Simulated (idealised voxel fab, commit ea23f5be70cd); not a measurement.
The following process module bears the name voxel transistor to metal.
FYI the section here is cut, 205 nm wide, cells are 5 nm squares.
Just so we're on the same page, the cross-sections are grids of square cells, and they're listed out in bands top to bottom, each band one or more rows deep.
Within each band entry, the heights of the top and of the bottom of the band appear first, in that order and in nm; the materials of the band then follow from left to right, each with its corresponding width in nm. The designation "all across" on a single material indicates that it fills the band from edge to edge; the designation "blank" indicates empty space.
Measure heights from 0. That's the level where, below it, the as-received wafer is all one material. The lowest band is bottomless and extends downward; write it as in "0 down".
Width: "30 to 40" (first number = top row, second number = bottom row, same change from row to row of cells).
When a step is marked "same as before", none of the cells in the cross-section changed during that step.
Entry "Closed void entries". Content: empty spaces with no open connection to the top, size 8 cells or greater. Each: width x height at distance. Distance: from left edge. Unit: nm.
It should be noted that, on the line of a given step, the content following the step's settings is a remark produced by the simulator itself with respect to that step.
If you see "overlay nm" on a step's line and that step has a mask, it's telling you how far right of where it was planned the mask ended up; a negative number means it went left instead.

### Intended process steps
1,RECEIVE,material Si
2,OXIDIZE,depth nm 5
3,CONFORMAL_DEP,material SiN,thk nm 15
4,MASKED_ETCH,tone cover,mask id ACTIVE,width nm 110,etch materials SiN,depth nm 15,overlay nm 0
5,MASKED_ETCH,tone cover,mask id ACTIVE,width nm 110,etch materials SiO2,depth nm 5,overlay nm 0
6,MASKED_ETCH,tone cover,mask id ACTIVE,width nm 110,etch materials Si,depth nm 25,overlay nm 0
7,FILL_DEP,material SiO2,thk nm 10
8,CMP,height nm 15
9,SELECTIVE_ETCH,etch materials SiO2,depth nm 5
10,STRIP,etch materials SiN
11,SELECTIVE_ETCH,etch materials SiO2,depth nm 5
12,OXIDIZE,depth nm 5
13,DIRECTIONAL_DEP,material polySi,thk nm 25
14,DIRECTIONAL_DEP,material SiCN,thk nm 10
15,PATTERN,tone cover,mask id GATE,material resist,width nm 30,thk nm 20,overlay nm 0
16,DIRECTIONAL_ETCH,etch materials SiCN,depth nm 20
17,DIRECTIONAL_ETCH,etch materials polySi,depth nm 35
18,STRIP,etch materials resist
19,CONFORMAL_DEP,material SiO2,thk nm 5
20,DIRECTIONAL_ETCH,etch materials SiO2,depth nm 5
21,CONFORMAL_DEP,material SiN,thk nm 10
22,DIRECTIONAL_ETCH,etch materials SiN,depth nm 10
23,DIRECTIONAL_ETCH,etch materials SiO2,depth nm 5
24,DIRECTIONAL_ETCH,etch materials Si,depth nm 5
25,EPI,material nSi,thk nm 5
26,FILL_DEP,material SiO2,thk nm 5
27,CMP,height nm 20
28,STRIP,etch materials polySi
29,SELECTIVE_ETCH,etch materials SiO2,depth nm 5
30,CONFORMAL_DEP,material HfO2,thk nm 5
31,CONFORMAL_DEP,material TiN,thk nm 5
32,FILL_DEP,material W,thk nm 5
33,CMP,height nm 15
34,DIRECTIONAL_DEP,material SiO2,thk nm 15
35,MASKED_ETCH,tone open,mask id CONTACT,width nm 20,pitch nm 80,etch materials SiO2,depth nm 40,overlay nm 0
36,CONFORMAL_DEP,material TiN,thk nm 5
37,FILL_DEP,material W,thk nm 5
38,CMP,height nm 30
39,DIRECTIONAL_DEP,material TiN,thk nm 5
40,DIRECTIONAL_DEP,material Ru,thk nm 15
41,PATTERN,tone cover,mask id METAL_1,material resist,width nm 20,pitch nm 80,thk nm 15,overlay nm 0
42,DIRECTIONAL_ETCH,etch materials Ru,depth nm 15
43,DIRECTIONAL_ETCH,etch materials TiN,depth nm 5
44,STRIP,etch materials resist
45,CONFORMAL_DEP,material SiCN,thk nm 5
46,FILL_DEP,material SiO2,thk nm 10
47,CMP,height nm 50
48,CONFORMAL_DEP,material SiN,thk nm 5

### As received (post step 1): cross-section
  0 down: Si all across
  Closed void entries: none

### Figure: cross-sectional view of the wafer upon completion of the module, processed from the initial state and according to the plan depicted above, with one error introduced during execution
  55 to 50: SiN all across
  50 to 35: 45 nm SiO2; 5 nm SiCN; 20 nm Ru; 5 nm SiCN; 50 nm SiO2; 5 nm SiCN; 20 nm Ru; 5 nm SiCN; 50 nm SiO2
  35 to 30: 50 nm SiCN; 20 nm TiN; 60 nm SiCN; 20 nm TiN; 55 nm SiCN
  30 to 15: 50 nm SiO2; 5 nm TiN; 10 nm W; 5 nm TiN; 60 nm SiO2; 5 nm TiN; 10 nm W; 5 nm TiN; 55 nm SiO2
  15 to 10: 50 nm SiO2; 5 nm TiN; 10 nm W; 5 nm TiN; 10 nm SiN; 5 nm HfO2; 5 nm TiN; 20 nm W; 5 nm TiN; 5 nm HfO2; 10 nm SiN; 5 nm TiN; 10 nm W; 5 nm TiN; 55 nm SiO2
  10 to 5: 50 nm SiO2; 20 nm TiN; 10 nm SiN; 5 nm HfO2; 5 nm TiN; 20 nm W; 5 nm TiN; 5 nm HfO2; 10 nm SiN; 20 nm TiN; 55 nm SiO2
  5 to 0: 45 nm SiO2; 10 nm SiN; 15 nm SiO2; 10 nm SiN; 5 nm HfO2; 5 nm TiN; 20 nm W; 5 nm TiN; 5 nm HfO2; 10 nm SiN; 15 nm SiO2; 10 nm SiN; 50 nm SiO2
  0 to -5: 45 nm SiO2; 10 nm SiN; 15 nm SiO2; 10 nm SiN; 5 nm HfO2; 30 nm TiN; 5 nm HfO2; 10 nm SiN; 15 nm SiO2; 10 nm SiN; 50 nm SiO2
  -5 to -10: 55 nm SiO2; 5 nm nSi; 5 nm SiO2; 5 nm nSi; 10 nm SiO2; 40 nm HfO2; 10 nm SiO2; 5 nm nSi; 5 nm SiO2; 5 nm nSi; 60 nm SiO2
  -10 to -15: 45 nm SiO2; 10 nm Si; 15 nm nSi; 60 nm Si; 15 nm nSi; 10 nm Si; 50 nm SiO2
  -15 to -30: 45 nm SiO2; 110 nm Si; 50 nm SiO2
  -30 down: Si all across
  Closed void entries: none
Nonconformance to the process plan: step 34 of the plan was carried out twice
